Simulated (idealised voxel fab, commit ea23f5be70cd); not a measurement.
process module | voxel self aligned contacts
cross-section cut | 250 nm wide | cells 5 nm
A cross-section is a grid of square cells, given in bands from the top down. A band is one or more rows of cells.
Each band's line starts with the height of the band's top and of its bottom, in nm. Then come its materials from left to right, each with its width in nm. One material with "throughout" fills the band from edge to edge. "air" is empty space.
Height 0 is the level under which the wafer as received is all one material. The lowest band goes on downwards, as in "0 down".
A width such as "30 to 40" changes by the same amount from each row of cells to the next, from the band's top row to its bottom row.
"no change" after a step means that no cell of the cross-section changed.
closed voids: empty space of 8 cells or more with no open way to the top, each as width x height at its distance from the left edge, in nm
after a step's settings: what the simulator itself notes on the step
overlay nm, on a step with a mask: how far to the right of its planned place the mask lay; to the left if negative
plan
1 op RECEIVE | material Si
2 op OXIDIZE | depth nm 5
3 op DIRECTIONAL_DEP | material polySi | thk nm 25
4 op DIRECTIONAL_DEP | material SiN | thk nm 15
5 op PATTERN | tone cover | mask id GATE | material resist | width nm 35 | pitch nm 60 | thk nm 20 | overlay nm 0
6 op DIRECTIONAL_ETCH | etch materials SiN | depth nm 15
7 op DIRECTIONAL_ETCH | etch materials polySi | depth nm 25
8 op STRIP | etch materials resist
9 op CONFORMAL_DEP | material SiN | thk nm 5
10 op DIRECTIONAL_ETCH | etch materials SiN | depth nm 5
11 op FILL_DEP | material SiO2 | thk nm 20
12 op CMP | height nm 50
13 op DIRECTIONAL_DEP | material aC | thk nm 10
14 op PATTERN | tone open | mask id CONTACT | material resist | width nm 45 | thk nm 30 | overlay nm -15
15 op DIRECTIONAL_ETCH | etch materials aC | depth nm 10
16 op STRIP | etch materials resist
17 op DIRECTIONAL_ETCH | etch materials SiO2 | depth nm 55
18 op STRIP | etch materials aC
19 op CONFORMAL_DEP | material TiN | thk nm 5
20 op FILL_DEP | material W | thk nm 5
21 op CMP | height nm 50
22 op CONFORMAL_DEP | material SiN | thk nm 5
varied across the wafers: overlay nm of step 14. The plan shows the first wafer's value. All wafers start alike
first wafer as received, after step 1
  0 down: Si throughout
  closed voids: none
first wafer at the end, after step 22
  55 to 50: SiN throughout
  50 to 40: SiO2 85 | TiN 5 to 35 | W 35 to 5 | TiN 5 | SiO2 120
  40 to 25: SiO2 70 | SiN 45 | TiN 5 | W 5 | TiN 5 | SiN 45 | SiO2 75
  25 to 0: SiO2 70 | SiN 5 | polySi 35 | SiN 5 | TiN 5 | W 5 | TiN 5 | SiN 5 | polySi 35 | SiN 5 | SiO2 75
  0 to -5: SiO2 115 | TiN 15 | SiO2 120
  -5 down: Si throughout
  closed voids: none
last wafer at the end
  55 to 50: SiN throughout
  50 to 40: SiO2 115 | TiN 5 | W 35 to 5 | TiN 5 to 35 | SiO2 90
  40 to 25: SiO2 70 | SiN 45 | TiN 5 | W 5 | TiN 5 | SiN 45 | SiO2 75
  25 to 0: SiO2 70 | SiN 5 | polySi 35 | SiN 5 | TiN 5 | W 5 | TiN 5 | SiN 5 | polySi 35 | SiN 5 | SiO2 75
  0 to -5: SiO2 115 | TiN 15 | SiO2 120
  -5 down: Si throughout
  closed voids: none
each wafer at the end: cells of each material gained (+) or lost (-) since it was received, then its closed voids
overlay nm -15 | -50 Si | +124 SiN | +361 SiO2 | +29 TiN | +16 W | +70 polySi | closed voids: none
overlay nm -10 | -50 Si | +124 SiN | +361 SiO2 | +29 TiN | +16 W | +70 polySi | closed voids: none
overlay nm -5 | -50 Si | +124 SiN | +361 SiO2 | +29 TiN | +16 W | +70 polySi | closed voids: none
overlay nm 0 | -50 Si | +124 SiN | +361 SiO2 | +29 TiN | +16 W | +70 polySi | closed voids: none
overlay nm 5 | -50 Si | +124 SiN | +361 SiO2 | +29 TiN | +16 W | +70 polySi | closed voids: none
overlay nm 10 | -50 Si | +124 SiN | +361 SiO2 | +29 TiN | +16 W | +70 polySi | closed voids: none
overlay nm 15 | -50 Si | +124 SiN | +361 SiO2 | +29 TiN | +16 W | +70 polySi | closed voids: none
